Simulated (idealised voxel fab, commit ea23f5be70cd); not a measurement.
The process module presented herein is designated voxel spacer lines.
Displayed cross-section: cut, width of 230 nm, square cells sized 5 nm.
In what follows, cross-sections appear as grids of square cells, described through bands that run from the top down, where every band is one or more rows of cells. Look at the band entry: it leads with the top's height and the bottom's height in nm. Then it lists the materials left to right, with a width in nm for each. The word "all across" on a single material says that material fills the band edge to edge. The word "empty" is empty space. Basically, 0 is our baseline, since under it the wafer straight out of the box is all one material. The bottom band has no lower end and keeps on going down, so it looks like "0 -> down". Width spec "30 to 40" -> top row of cells at first value, bottom row at second value, equal per-row change in between. No cell of the cross-section changed in a step that is given as "everything unchanged". The entry "Enclosed internal cavities" lists the empty spaces that cover at least 8 cells and have no open path to the top. Each is written as width x height at distance, where the distance is measured from the left edge and all three values are in nm. It should be noted that, on the line of a given step, the content following the step's settings is a remark produced by the simulator itself with respect to that step. For masked steps, "overlay nm" on the step line gives how far right of plan the mask actually lay; a minus sign means it lay to the left.

STEPS IN THE PROCESS PLAN
| 1 | op RECEIVE | material Si |
| 2 | op CONFORMAL_DEP | material SiO2 | thk nm 5 |
| 3 | op DIRECTIONAL_DEP | material polySi | thk nm 10 |
| 4 | op DIRECTIONAL_DEP | material aC | thk nm 20 |
| 5 | op PATTERN | tone cover | mask id MANDREL | material resist | width nm 20 | pitch nm 70 | thk nm 25 | overlay nm 0 |
| 6 | op DIRECTIONAL_ETCH | etch materials aC | depth nm 20 |
| 7 | op STRIP | etch materials resist |
| 8 | op CONFORMAL_DEP | material SiN | thk nm 15 |
| 9 | op DIRECTIONAL_ETCH | etch materials SiN | depth nm 15 |
| 10 | op STRIP | etch materials aC |
| 11 | op DIRECTIONAL_ETCH | etch materials polySi | depth nm 10 |
| 12 | op STRIP | etch materials SiN |
| 13 | op FILL_DEP | material lowk | thk nm 10 |
| 14 | op CMP | height nm 15 |

ACCOUNT OF THE FIRST OF TWO WAFERS, WHICH WAS PROCESSED AS INTENDED

AS RECEIVED (POST STEP 1): CROSS-SECTION
  0 -> down: Si all across
  Enclosed internal cavities: none

AFTER STEP 2: WAFER CROSS-SECTION
  5 -> 0: SiO2 all across
  Note: structure below 0 unchanged.

AFTER STEP 3: WAFER CROSS-SECTION
  15 -> 5: polySi all across
  Note: structure below 5 unchanged.

AFTER STEP 4: WAFER CROSS-SECTION
  35 -> 15: aC all across
  Note: structure below 15 unchanged.

AFTER STEP 5: WAFER CROSS-SECTION
  60 -> 35: empty (70)  resist (20)  empty (50)  resist (20)  empty (70)
  Note: structure below 35 unchanged.

AFTER STEP 6: WAFER CROSS-SECTION
  40 -> 35: empty (70)  resist (20)  empty (50)  resist (20)  empty (70)
  35 -> 15: empty (70)  aC (20)  empty (50)  aC (20)  empty (70)
  Note: structure below 15 unchanged.

AFTER STEP 7: WAFER CROSS-SECTION
  35 -> 15: empty (70)  aC (20)  empty (50)  aC (20)  empty (70)
  Note: structure below 15 unchanged.

AFTER STEP 8: WAFER CROSS-SECTION
  50 -> 35: empty (55)  SiN (50)  empty (20)  SiN (50)  empty (55)
  35 -> 30: empty (55)  SiN (15)  aC (20)  SiN (15)  empty (20)  SiN (15)  aC (20)  SiN (15)  empty (55)
  30 -> 15: SiN (70)  aC (20)  SiN (50)  aC (20)  SiN (70)
  Note: structure below 15 unchanged.

AFTER STEP 9: WAFER CROSS-SECTION
  35 -> 15: empty (55)  SiN (15)  aC (20)  SiN (15)  empty (20)  SiN (15)  aC (20)  SiN (15)  empty (55)
  Note: structure below 15 unchanged.

AFTER STEP 10: WAFER CROSS-SECTION
  35 -> 15: empty (55)  SiN (15)  empty (20)  SiN (15)  empty (20)  SiN (15)  empty (20)  SiN (15)  empty (55)
  Note: structure below 15 unchanged.

AFTER STEP 11: WAFER CROSS-SECTION
  35 -> 15: empty (55)  SiN (15)  empty (20)  SiN (15)  empty (20)  SiN (15)  empty (20)  SiN (15)  empty (55)
  15 -> 5: empty (55)  polySi (15)  empty (20)  polySi (15)  empty (20)  polySi (15)  empty (20)  polySi (15)  empty (55)
  Note: structure below 5 unchanged.

AFTER STEP 12: WAFER CROSS-SECTION
  15 -> 5: empty (55)  polySi (15)  empty (20)  polySi (15)  empty (20)  polySi (15)  empty (20)  polySi (15)  empty (55)
  Note: structure below 5 unchanged.

AFTER STEP 13: WAFER CROSS-SECTION
  25 -> 15: lowk all across
  15 -> 5: lowk (55)  polySi (15)  lowk (20)  polySi (15)  lowk (20)  polySi (15)  lowk (20)  polySi (15)  lowk (55)
  Note: structure below 5 unchanged.

AFTER STEP 14: WAFER CROSS-SECTION
  15 -> 5: lowk (55)  polySi (15)  lowk (20)  polySi (15)  lowk (20)  polySi (15)  lowk (20)  polySi (15)  lowk (55)
  Note: structure below 5 unchanged.

SECOND WAFER, SAME STARTING CONDITIONS AND RECIPE AS THE FIRST, ONE MISTAKE IN EXECUTING IT, NOTHING DIFFERS FROM THE FIRST UP TO AND INCLUDING STEP 12

THE SECOND WAFER CUT THROUGH, AT THE TIME STEP 13 WAS SUPPOSED TO BE FINISHED
  35 -> 15: lowk all across
  15 -> 5: lowk (55)  polySi (15)  lowk (20)  polySi (15)  lowk (20)  polySi (15)  lowk (20)  polySi (15)  lowk (55)
  Note: structure below 5 unchanged.

THE SECOND WAFER CUT THROUGH, AT THE TIME STEP 14 WAS SUPPOSED TO BE FINISHED
  15 -> 5: lowk (55)  polySi (15)  lowk (20)  polySi (15)  lowk (20)  polySi (15)  lowk (20)  polySi (15)  lowk (55)
  Note: structure below 5 unchanged.
Deviation noted in wafer processing: step 13 of the plan saw execution twice
The two wafers wind up with the same cross-section at the end, so whatever this model computes is the same despite the mistake.
